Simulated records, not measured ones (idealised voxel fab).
Process module in this document: voxel double patterning
This is section cut - it's 300 nm across, gridded in 5 nm square cells.
When this document writes out a cross-section, it uses a grid of square cells and lists it as bands, beginning at the top and moving down, with a band standing for one or more rows of cells. Heads up on the band format: heights come first, top then bottom, in nm. After that it's the materials left to right, each with its width in nm. A single material flagged "all across" fills the whole band edge to edge, and "air" means there's empty space there. Measure heights from 0. That's the level where, below it, the as-received wafer is all one material. The lowest band is bottomless and extends downward; write it as in "z 0 and below". Quick explanation for "30->40": the width changes in equal steps down the rows of cells, from the first number in the band's top row to the second number in its bottom row. You'll sometimes find "no change" written for a step, and that's the way of saying that nowhere in the cross-section did a cell change during that step. Empty spaces without an open route to the top, at least 8 cells in extent, make up the entry "Enclosed void entries"; each is given as width x height at distance, where the distance is measured from the left edge, and all are in nm. Step line, after settings: the simulator's comment on this step. "overlay nm", when on a step's line for a step with a mask, measures how far to the right of its planned place the mask lay; a negative measure means to the left.

### List of planned process steps
- 1: RECEIVE,material Si
- 2: CONFORMAL_DEP,material SiO2,thk nm 10
- 3: DIRECTIONAL_DEP,material TiN,thk nm 15
- 4: DIRECTIONAL_DEP,material SiCN,thk nm 5
- 5: DIRECTIONAL_DEP,material aC,thk nm 10
- 6: PATTERN,tone open,mask id FIRST,material resist,width nm 15,pitch nm 50,thk nm 30,overlay nm 0
- 7: DIRECTIONAL_ETCH,etch materials aC,depth nm 10
- 8: STRIP,etch materials resist
- 9: DIRECTIONAL_ETCH,etch materials SiCN,depth nm 5
- 10: STRIP,etch materials aC
- 11: MASKED_ETCH,tone open,mask id SECOND,width nm 15,pitch nm 50,etch materials SiCN,depth nm 5,overlay nm 0
- 12: DIRECTIONAL_ETCH,etch materials TiN,depth nm 15
- 13: STRIP,etch materials SiCN

### As-received state of the wafer in cross-section, equivalent to post-step 1
    z 0 and below | Si all across
    Enclosed void entries: none

### Here's the cross-section of the first of our two wafers at the end of the module - it ran as planned
    z 25 to 10 | TiN: 90, air: 15, TiN: 10, air: 15, TiN: 10, air: 15, TiN: 10, air: 15, TiN: 10, air: 15, TiN: 95
    z 10 to 0 | SiO2 all across
    z 0 and below | Si all across
    Enclosed void entries: none

### What the second wafer looks like in cross-section once the module is done. Its start and its plan matched the first wafer's exactly; what differed was one mistake in how it was run
    z 25 to 15 | SiO2 all across
    z 15 to 0 | TiN all across
    z 0 and below | Si all across
    Enclosed void entries: none
Plan not followed: the processing plan was not followed for steps 2 and 3, which were run with their positions exchanged
at the end the second wafer has, in cells: 45 more of TiN
